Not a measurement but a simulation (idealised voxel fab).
Process module heading - voxel wiring stack
Cross-section cut spans 155 nm and uses square cells 5 nm in size.
Cross-section format: a grid of square cells, given as bands from top to bottom; each band is one or more rows of cells.
Heads up on the band format: heights come first, top then bottom, in nm. After that it's the materials left to right, each with its width in nm. A single material flagged "edge to edge" fills the whole band edge to edge, and "air" means there's empty space there.
Note: height 0 marks the level under which the wafer is uniformly one material as received. Lowest band unbounded below, written "0 and below".
Think of "30 to 40" as a width that walks from the first number to the second as you go down the band, top row to bottom row, taking equal-sized steps from row to row.
Where the words "no alterations made" appear for a step, the cross-section shows no cell changed by that step; every cell remained as before.
Entry "Sealed void listing" = empty spaces >= 8 cells with no open way to the top; each as width x height at distance, distance from left edge, all nm.
after a step's settings: what the simulator itself notes on the step
overlay nm: step with mask; distance mask lay right of planned place; negative value = left of planned place.
The steps planned for the process are as follows:
1) RECEIVE, material Si
2) CONFORMAL_DEP, material SiO2, thk nm 15
3) CONFORMAL_DEP, material SiN, thk nm 5
4) DIRECTIONAL_DEP, material SiO2, thk nm 25
5) DIRECTIONAL_DEP, material aC, thk nm 10
6) PATTERN, tone open, mask id METAL_1, material resist, width nm 25, pitch nm 45, thk nm 25, overlay nm 0
7) DIRECTIONAL_ETCH, etch materials aC, depth nm 10
8) STRIP, etch materials resist
9) DIRECTIONAL_ETCH, etch materials SiO2, depth nm 25
10) DIRECTIONAL_ETCH, etch materials SiN, depth nm 5
11) STRIP, etch materials aC
12) CONFORMAL_DEP, material TiN, thk nm 5
13) FILL_DEP, material Ru, thk nm 5
14) CMP, height nm 45
15) CONFORMAL_DEP, material SiCN, thk nm 5
16) DIRECTIONAL_DEP, material lowk, thk nm 25
17) DIRECTIONAL_DEP, material aC, thk nm 10
18) PATTERN, tone open, mask id METAL_2_HOLES, material resist, width nm 15, pitch nm 45, thk nm 30, overlay nm 0
19) DIRECTIONAL_ETCH, etch materials aC, depth nm 10
20) STRIP, etch materials resist
21) DIRECTIONAL_ETCH, etch materials lowk, depth nm 25
22) STRIP, etch materials aC
23) MASKED_ETCH, tone open, mask id METAL_2, width nm 25, pitch nm 45, etch materials lowk, depth nm 15, overlay nm 0
24) MASKED_ETCH, tone open, mask id METAL_2, width nm 25, pitch nm 45, etch materials SiCN, depth nm 5, overlay nm 0
25) CONFORMAL_DEP, material TiN, thk nm 5
26) FILL_DEP, material Cu, thk nm 10
27) CMP, height nm 75
28) CONFORMAL_DEP, material SiCN, thk nm 5
29) DIRECTIONAL_DEP, material SiO2, thk nm 35
30) PATTERN, tone open, mask id METAL_3_HOLES, material resist, width nm 15, thk nm 20, overlay nm 0
31) DIRECTIONAL_ETCH, etch materials SiO2, depth nm 35
32) STRIP, etch materials resist
33) PATTERN, tone open, mask id METAL_3, material resist, width nm 25, pitch nm 45, thk nm 15, overlay nm 0
34) DIRECTIONAL_ETCH, etch materials SiO2, depth nm 20
35) DIRECTIONAL_ETCH, etch materials SiCN, depth nm 5
36) STRIP, etch materials resist
37) CONFORMAL_DEP, material TiN, thk nm 5
38) FILL_DEP, material Cu, thk nm 5
39) CMP, height nm 115
40) CONFORMAL_DEP, material SiN, thk nm 5
Wafer, first of two, run as planned:
As received (post step 1): cross-section:
  0 and below | Si edge to edge
  Sealed void listing: none
Step 2 done - wafer cross-section:
  15 down to 0 | SiO2 edge to edge
  Unchanged below 0.
Step 3 done - wafer cross-section:
  20 down to 15 | SiN edge to edge
  Unchanged below 15.
Step 4 done - wafer cross-section:
  45 down to 20 | SiO2 edge to edge
  Unchanged below 20.
Step 5 done - wafer cross-section:
  55 down to 45 | aC edge to edge
  Unchanged below 45.
Step 6 done - wafer cross-section:
  80 down to 55 | resist 40 nm, then air 25 nm, then resist 20 nm, then air 25 nm, then resist 45 nm
  Unchanged below 55.
Step 7 done - wafer cross-section:
  70 down to 55 | resist 40 nm, then air 25 nm, then resist 20 nm, then air 25 nm, then resist 45 nm
  55 down to 45 | aC 40 nm, then air 25 nm, then aC 20 nm, then air 25 nm, then aC 45 nm
  Unchanged below 45.
Step 8 done - wafer cross-section:
  55 down to 45 | aC 40 nm, then air 25 nm, then aC 20 nm, then air 25 nm, then aC 45 nm
  Unchanged below 45.
Step 9 done - wafer cross-section:
  55 down to 45 | aC 40 nm, then air 25 nm, then aC 20 nm, then air 25 nm, then aC 45 nm
  45 down to 20 | SiO2 40 nm, then air 25 nm, then SiO2 20 nm, then air 25 nm, then SiO2 45 nm
  Unchanged below 20.
Step 10 done - wafer cross-section:
  55 down to 45 | aC 40 nm, then air 25 nm, then aC 20 nm, then air 25 nm, then aC 45 nm
  45 down to 20 | SiO2 40 nm, then air 25 nm, then SiO2 20 nm, then air 25 nm, then SiO2 45 nm
  20 down to 15 | SiN 40 nm, then air 25 nm, then SiN 20 nm, then air 25 nm, then SiN 45 nm
  Unchanged below 15.
Step 11 done - wafer cross-section:
  45 down to 20 | SiO2 40 nm, then air 25 nm, then SiO2 20 nm, then air 25 nm, then SiO2 45 nm
  Unchanged below 20.
Step 12 done - wafer cross-section:
  50 down to 45 | TiN 45 nm, then air 15 nm, then TiN 30 nm, then air 15 nm, then TiN 50 nm
  45 down to 20 | SiO2 40 nm, then TiN 5 nm, then air 15 nm, then TiN 5 nm, then SiO2 20 nm, then TiN 5 nm, then air 15 nm, then TiN 5 nm, then SiO2 45 nm
  20 down to 15 | SiN 40 nm, then TiN 25 nm, then SiN 20 nm, then TiN 25 nm, then SiN 45 nm
  Unchanged below 15.
Step 13 done - wafer cross-section:
  55 down to 50 | Ru edge to edge
  50 down to 45 | TiN 45 nm, then Ru 15 nm, then TiN 30 nm, then Ru 15 nm, then TiN 50 nm
  45 down to 20 | SiO2 40 nm, then TiN 5 nm, then Ru 15 nm, then TiN 5 nm, then SiO2 20 nm, then TiN 5 nm, then Ru 15 nm, then TiN 5 nm, then SiO2 45 nm
  Unchanged below 20.
Step 14 done - wafer cross-section:
  45 down to 20 | SiO2 40 nm, then TiN 5 nm, then Ru 15 nm, then TiN 5 nm, then SiO2 20 nm, then TiN 5 nm, then Ru 15 nm, then TiN 5 nm, then SiO2 45 nm
  Unchanged below 20.
Step 15 done - wafer cross-section:
  50 down to 45 | SiCN edge to edge
  Unchanged below 45.
Step 16 done - wafer cross-section:
  75 down to 50 | lowk edge to edge
  Unchanged below 50.
Step 17 done - wafer cross-section:
  85 down to 75 | aC edge to edge
  Unchanged below 75.
Step 18 done - wafer cross-section:
  115 down to 85 | resist 40 nm, then air 15 nm, then resist 30 nm, then air 15 nm, then resist 55 nm
  Unchanged below 85.
Step 19 done - wafer cross-section:
  105 down to 85 | resist 40 nm, then air 15 nm, then resist 30 nm, then air 15 nm, then resist 55 nm
  85 down to 75 | aC 40 nm, then air 15 nm, then aC 30 nm, then air 15 nm, then aC 55 nm
  Unchanged below 75.
Step 20 done - wafer cross-section:
  85 down to 75 | aC 40 nm, then air 15 nm, then aC 30 nm, then air 15 nm, then aC 55 nm
  Unchanged below 75.
Step 21 done - wafer cross-section:
  85 down to 75 | aC 40 nm, then air 15 nm, then aC 30 nm, then air 15 nm, then aC 55 nm
  75 down to 50 | lowk 40 nm, then air 15 nm, then lowk 30 nm, then air 15 nm, then lowk 55 nm
  Unchanged below 50.
Step 22 done - wafer cross-section:
  75 down to 50 | lowk 40 nm, then air 15 nm, then lowk 30 nm, then air 15 nm, then lowk 55 nm
  Unchanged below 50.
Step 23 done - wafer cross-section:
  75 down to 60 | lowk 40 nm, then air 25 nm, then lowk 20 nm, then air 25 nm, then lowk 45 nm
  Unchanged below 60.
Step 24 done - wafer cross-section:
  75 down to 60 | lowk 40 nm, then air 25 nm, then lowk 20 nm, then air 25 nm, then lowk 45 nm
  60 down to 50 | lowk 40 nm, then air 15 nm, then lowk 30 nm, then air 15 nm, then lowk 55 nm
  50 down to 45 | SiCN 40 nm, then air 15 nm, then SiCN 30 nm, then air 15 nm, then SiCN 55 nm
  Unchanged below 45.
Step 25 done - wafer cross-section:
  80 down to 75 | TiN 45 nm, then air 15 nm, then TiN 30 nm, then air 15 nm, then TiN 50 nm
  75 down to 65 | lowk 40 nm, then TiN 5 nm, then air 15 nm, then TiN 5 nm, then lowk 20 nm, then TiN 5 nm, then air 15 nm, then TiN 5 nm, then lowk 45 nm
  65 down to 60 | lowk 40 nm, then TiN 5 nm, then air 5 nm, then TiN 15 nm, then lowk 20 nm, then TiN 5 nm, then air 5 nm, then TiN 15 nm, then lowk 45 nm
  60 down to 50 | lowk 40 nm, then TiN 5 nm, then air 5 nm, then TiN 5 nm, then lowk 30 nm, then TiN 5 nm, then air 5 nm, then TiN 5 nm, then lowk 55 nm
  50 down to 45 | SiCN 40 nm, then TiN 15 nm, then SiCN 30 nm, then TiN 15 nm, then SiCN 55 nm
  Unchanged below 45.
Step 26 done - wafer cross-section:
  90 down to 80 | Cu edge to edge
  80 down to 75 | TiN 45 nm, then Cu 15 nm, then TiN 30 nm, then Cu 15 nm, then TiN 50 nm
  75 down to 65 | lowk 40 nm, then TiN 5 nm, then Cu 15 nm, then TiN 5 nm, then lowk 20 nm, then TiN 5 nm, then Cu 15 nm, then TiN 5 nm, then lowk 45 nm
  65 down to 60 | lowk 40 nm, then TiN 5 nm, then Cu 5 nm, then TiN 15 nm, then lowk 20 nm, then TiN 5 nm, then Cu 5 nm, then TiN 15 nm, then lowk 45 nm
  60 down to 50 | lowk 40 nm, then TiN 5 nm, then Cu 5 nm, then TiN 5 nm, then lowk 30 nm, then TiN 5 nm, then Cu 5 nm, then TiN 5 nm, then lowk 55 nm
  Unchanged below 50.
Step 27 done - wafer cross-section:
  75 down to 65 | lowk 40 nm, then TiN 5 nm, then Cu 15 nm, then TiN 5 nm, then lowk 20 nm, then TiN 5 nm, then Cu 15 nm, then TiN 5 nm, then lowk 45 nm
  Unchanged below 65.
Step 28 done - wafer cross-section:
  80 down to 75 | SiCN edge to edge
  Unchanged below 75.
Step 29 done - wafer cross-section:
  115 down to 80 | SiO2 edge to edge
  Unchanged below 80.
Step 30 done - wafer cross-section:
  135 down to 115 | resist 40 nm, then air 15 nm, then resist 100 nm
  Unchanged below 115.
Step 31 done - wafer cross-section:
  135 down to 115 | resist 40 nm, then air 15 nm, then resist 100 nm
  115 down to 80 | SiO2 40 nm, then air 15 nm, then SiO2 100 nm
  Unchanged below 80.
Step 32 done - wafer cross-section:
  115 down to 80 | SiO2 40 nm, then air 15 nm, then SiO2 100 nm
  Unchanged below 80.
Step 33 done - wafer cross-section:
  130 down to 115 | resist 40 nm, then air 25 nm, then resist 20 nm, then air 25 nm, then resist 45 nm
  Unchanged below 115.
Step 34 done - wafer cross-section:
  130 down to 115 | resist 40 nm, then air 25 nm, then resist 20 nm, then air 25 nm, then resist 45 nm
  115 down to 95 | SiO2 40 nm, then air 25 nm, then SiO2 20 nm, then air 25 nm, then SiO2 45 nm
  Unchanged below 95.
Step 35 done - wafer cross-section:
  130 down to 115 | resist 40 nm, then air 25 nm, then resist 20 nm, then air 25 nm, then resist 45 nm
  115 down to 95 | SiO2 40 nm, then air 25 nm, then SiO2 20 nm, then air 25 nm, then SiO2 45 nm
  95 down to 80 | SiO2 40 nm, then air 15 nm, then SiO2 100 nm
  80 down to 75 | SiCN 40 nm, then air 15 nm, then SiCN 100 nm
  Unchanged below 75.
Step 36 done - wafer cross-section:
  115 down to 95 | SiO2 40 nm, then air 25 nm, then SiO2 20 nm, then air 25 nm, then SiO2 45 nm
  Unchanged below 95.
Step 37 done - wafer cross-section:
  120 down to 115 | TiN 45 nm, then air 15 nm, then TiN 30 nm, then air 15 nm, then TiN 50 nm
  115 down to 100 | SiO2 40 nm, then TiN 5 nm, then air 15 nm, then TiN 5 nm, then SiO2 20 nm, then TiN 5 nm, then air 15 nm, then TiN 5 nm, then SiO2 45 nm
  100 down to 95 | SiO2 40 nm, then TiN 5 nm, then air 5 nm, then TiN 15 nm, then SiO2 20 nm, then TiN 25 nm, then SiO2 45 nm
  95 down to 80 | SiO2 40 nm, then TiN 5 nm, then air 5 nm, then TiN 5 nm, then SiO2 100 nm
  80 down to 75 | SiCN 40 nm, then TiN 15 nm, then SiCN 100 nm
  Unchanged below 75.
Step 38 done - wafer cross-section:
  125 down to 120 | Cu edge to edge
  120 down to 115 | TiN 45 nm, then Cu 15 nm, then TiN 30 nm, then Cu 15 nm, then TiN 50 nm
  115 down to 100 | SiO2 40 nm, then TiN 5 nm, then Cu 15 nm, then TiN 5 nm, then SiO2 20 nm, then TiN 5 nm, then Cu 15 nm, then TiN 5 nm, then SiO2 45 nm
  100 down to 95 | SiO2 40 nm, then TiN 5 nm, then Cu 5 nm, then TiN 15 nm, then SiO2 20 nm, then TiN 25 nm, then SiO2 45 nm
  95 down to 80 | SiO2 40 nm, then TiN 5 nm, then Cu 5 nm, then TiN 5 nm, then SiO2 100 nm
  Unchanged below 80.
Step 39 done - wafer cross-section:
  115 down to 100 | SiO2 40 nm, then TiN 5 nm, then Cu 15 nm, then TiN 5 nm, then SiO2 20 nm, then TiN 5 nm, then Cu 15 nm, then TiN 5 nm, then SiO2 45 nm
  Unchanged below 100.
Step 40 done - wafer cross-section:
  120 down to 115 | SiN edge to edge
  Unchanged below 115.
Second wafer: like start, like plan, one mistake. Through step 12 it matches the first wafer:
At the planned end of step 13, the second wafer in cross-section:
  55 down to 50 | aC edge to edge
  50 down to 45 | TiN 45 nm, then aC 15 nm, then TiN 30 nm, then aC 15 nm, then TiN 50 nm
  45 down to 20 | SiO2 40 nm, then TiN 5 nm, then aC 15 nm, then TiN 5 nm, then SiO2 20 nm, then TiN 5 nm, then aC 15 nm, then TiN 5 nm, then SiO2 45 nm
  Unchanged below 20.
At the planned end of step 14, the second wafer in cross-section:
  45 down to 20 | SiO2 40 nm, then TiN 5 nm, then aC 15 nm, then TiN 5 nm, then SiO2 20 nm, then TiN 5 nm, then aC 15 nm, then TiN 5 nm, then SiO2 45 nm
  Unchanged below 20.
At the planned end of step 15, the second wafer in cross-section:
  50 down to 45 | SiCN edge to edge
  Unchanged below 45.
At the planned end of step 16, the second wafer in cross-section:
  75 down to 50 | lowk edge to edge
  Unchanged below 50.
At the planned end of step 17, the second wafer in cross-section:
  85 down to 75 | aC edge to edge
  Unchanged below 75.
At the planned end of step 18, the second wafer in cross-section:
  115 down to 85 | resist 40 nm, then air 15 nm, then resist 30 nm, then air 15 nm, then resist 55 nm
  Unchanged below 85.
At the planned end of step 19, the second wafer in cross-section:
  105 down to 85 | resist 40 nm, then air 15 nm, then resist 30 nm, then air 15 nm, then resist 55 nm
  85 down to 75 | aC 40 nm, then air 15 nm, then aC 30 nm, then air 15 nm, then aC 55 nm
  Unchanged below 75.
At the planned end of step 20, the second wafer in cross-section:
  85 down to 75 | aC 40 nm, then air 15 nm, then aC 30 nm, then air 15 nm, then aC 55 nm
  Unchanged below 75.
At the planned end of step 21, the second wafer in cross-section:
  85 down to 75 | aC 40 nm, then air 15 nm, then aC 30 nm, then air 15 nm, then aC 55 nm
  75 down to 50 | lowk 40 nm, then air 15 nm, then lowk 30 nm, then air 15 nm, then lowk 55 nm
  Unchanged below 50.
At the planned end of step 22, the second wafer in cross-section:
  75 down to 50 | lowk 40 nm, then air 15 nm, then lowk 30 nm, then air 15 nm, then lowk 55 nm
  Unchanged below 50.
At the planned end of step 23, the second wafer in cross-section:
  75 down to 60 | lowk 40 nm, then air 25 nm, then lowk 20 nm, then air 25 nm, then lowk 45 nm
  Unchanged below 60.
At the planned end of step 24, the second wafer in cross-section:
  75 down to 60 | lowk 40 nm, then air 25 nm, then lowk 20 nm, then air 25 nm, then lowk 45 nm
  60 down to 50 | lowk 40 nm, then air 15 nm, then lowk 30 nm, then air 15 nm, then lowk 55 nm
  50 down to 45 | SiCN 40 nm, then air 15 nm, then SiCN 30 nm, then air 15 nm, then SiCN 55 nm
  Unchanged below 45.
At the planned end of step 25, the second wafer in cross-section:
  80 down to 75 | TiN 45 nm, then air 15 nm, then TiN 30 nm, then air 15 nm, then TiN 50 nm
  75 down to 65 | lowk 40 nm, then TiN 5 nm, then air 15 nm, then TiN 5 nm, then lowk 20 nm, then TiN 5 nm, then air 15 nm, then TiN 5 nm, then lowk 45 nm
  65 down to 60 | lowk 40 nm, then TiN 5 nm, then air 5 nm, then TiN 15 nm, then lowk 20 nm, then TiN 5 nm, then air 5 nm, then TiN 15 nm, then lowk 45 nm
  60 down to 50 | lowk 40 nm, then TiN 5 nm, then air 5 nm, then TiN 5 nm, then lowk 30 nm, then TiN 5 nm, then air 5 nm, then TiN 5 nm, then lowk 55 nm
  50 down to 45 | SiCN 40 nm, then TiN 15 nm, then SiCN 30 nm, then TiN 15 nm, then SiCN 55 nm
  Unchanged below 45.
At the planned end of step 26, the second wafer in cross-section:
  90 down to 80 | Cu edge to edge
  80 down to 75 | TiN 45 nm, then Cu 15 nm, then TiN 30 nm, then Cu 15 nm, then TiN 50 nm
  75 down to 65 | lowk 40 nm, then TiN 5 nm, then Cu 15 nm, then TiN 5 nm, then lowk 20 nm, then TiN 5 nm, then Cu 15 nm, then TiN 5 nm, then lowk 45 nm
  65 down to 60 | lowk 40 nm, then TiN 5 nm, then Cu 5 nm, then TiN 15 nm, then lowk 20 nm, then TiN 5 nm, then Cu 5 nm, then TiN 15 nm, then lowk 45 nm
  60 down to 50 | lowk 40 nm, then TiN 5 nm, then Cu 5 nm, then TiN 5 nm, then lowk 30 nm, then TiN 5 nm, then Cu 5 nm, then TiN 5 nm, then lowk 55 nm
  Unchanged below 50.
At the planned end of step 27, the second wafer in cross-section:
  75 down to 65 | lowk 40 nm, then TiN 5 nm, then Cu 15 nm, then TiN 5 nm, then lowk 20 nm, then TiN 5 nm, then Cu 15 nm, then TiN 5 nm, then lowk 45 nm
  Unchanged below 65.
At the planned end of step 28, the second wafer in cross-section:
  80 down to 75 | SiCN edge to edge
  Unchanged below 75.
At the planned end of step 29, the second wafer in cross-section:
  115 down to 80 | SiO2 edge to edge
  Unchanged below 80.
At the planned end of step 30, the second wafer in cross-section:
  135 down to 115 | resist 40 nm, then air 15 nm, then resist 100 nm
  Unchanged below 115.
At the planned end of step 31, the second wafer in cross-section:
  135 down to 115 | resist 40 nm, then air 15 nm, then resist 100 nm
  115 down to 80 | SiO2 40 nm, then air 15 nm, then SiO2 100 nm
  Unchanged below 80.
At the planned end of step 32, the second wafer in cross-section:
  115 down to 80 | SiO2 40 nm, then air 15 nm, then SiO2 100 nm
  Unchanged below 80.
At the planned end of step 33, the second wafer in cross-section:
  130 down to 115 | resist 40 nm, then air 25 nm, then resist 20 nm, then air 25 nm, then resist 45 nm
  Unchanged below 115.
At the planned end of step 34, the second wafer in cross-section:
  130 down to 115 | resist 40 nm, then air 25 nm, then resist 20 nm, then air 25 nm, then resist 45 nm
  115 down to 95 | SiO2 40 nm, then air 25 nm, then SiO2 20 nm, then air 25 nm, then SiO2 45 nm
  Unchanged below 95.
At the planned end of step 35, the second wafer in cross-section:
  130 down to 115 | resist 40 nm, then air 25 nm, then resist 20 nm, then air 25 nm, then resist 45 nm
  115 down to 95 | SiO2 40 nm, then air 25 nm, then SiO2 20 nm, then air 25 nm, then SiO2 45 nm
  95 down to 80 | SiO2 40 nm, then air 15 nm, then SiO2 100 nm
  80 down to 75 | SiCN 40 nm, then air 15 nm, then SiCN 100 nm
  Unchanged below 75.
At the planned end of step 36, the second wafer in cross-section:
  115 down to 95 | SiO2 40 nm, then air 25 nm, then SiO2 20 nm, then air 25 nm, then SiO2 45 nm
  Unchanged below 95.
At the planned end of step 37, the second wafer in cross-section:
  120 down to 115 | TiN 45 nm, then air 15 nm, then TiN 30 nm, then air 15 nm, then TiN 50 nm
  115 down to 100 | SiO2 40 nm, then TiN 5 nm, then air 15 nm, then TiN 5 nm, then SiO2 20 nm, then TiN 5 nm, then air 15 nm, then TiN 5 nm, then SiO2 45 nm
  100 down to 95 | SiO2 40 nm, then TiN 5 nm, then air 5 nm, then TiN 15 nm, then SiO2 20 nm, then TiN 25 nm, then SiO2 45 nm
  95 down to 80 | SiO2 40 nm, then TiN 5 nm, then air 5 nm, then TiN 5 nm, then SiO2 100 nm
  80 down to 75 | SiCN 40 nm, then TiN 15 nm, then SiCN 100 nm
  Unchanged below 75.
At the planned end of step 38, the second wafer in cross-section:
  125 down to 120 | Cu edge to edge
  120 down to 115 | TiN 45 nm, then Cu 15 nm, then TiN 30 nm, then Cu 15 nm, then TiN 50 nm
  115 down to 100 | SiO2 40 nm, then TiN 5 nm, then Cu 15 nm, then TiN 5 nm, then SiO2 20 nm, then TiN 5 nm, then Cu 15 nm, then TiN 5 nm, then SiO2 45 nm
  100 down to 95 | SiO2 40 nm, then TiN 5 nm, then Cu 5 nm, then TiN 15 nm, then SiO2 20 nm, then TiN 25 nm, then SiO2 45 nm
  95 down to 80 | SiO2 40 nm, then TiN 5 nm, then Cu 5 nm, then TiN 5 nm, then SiO2 100 nm
  Unchanged below 80.
At the planned end of step 39, the second wafer in cross-section:
  115 down to 100 | SiO2 40 nm, then TiN 5 nm, then Cu 15 nm, then TiN 5 nm, then SiO2 20 nm, then TiN 5 nm, then Cu 15 nm, then TiN 5 nm, then SiO2 45 nm
  Unchanged below 100.
At the planned end of step 40, the second wafer in cross-section:
  120 down to 115 | SiN edge to edge
  Unchanged below 115.
Against the plan, the run slipped here: heads up, step 13 didn't go per plan, it actually ran as FILL_DEP, material aC, thk nm 5
Counted in cells at the end, the second wafer holds more or fewer of these materials than the first: Ru -30 | aC +30
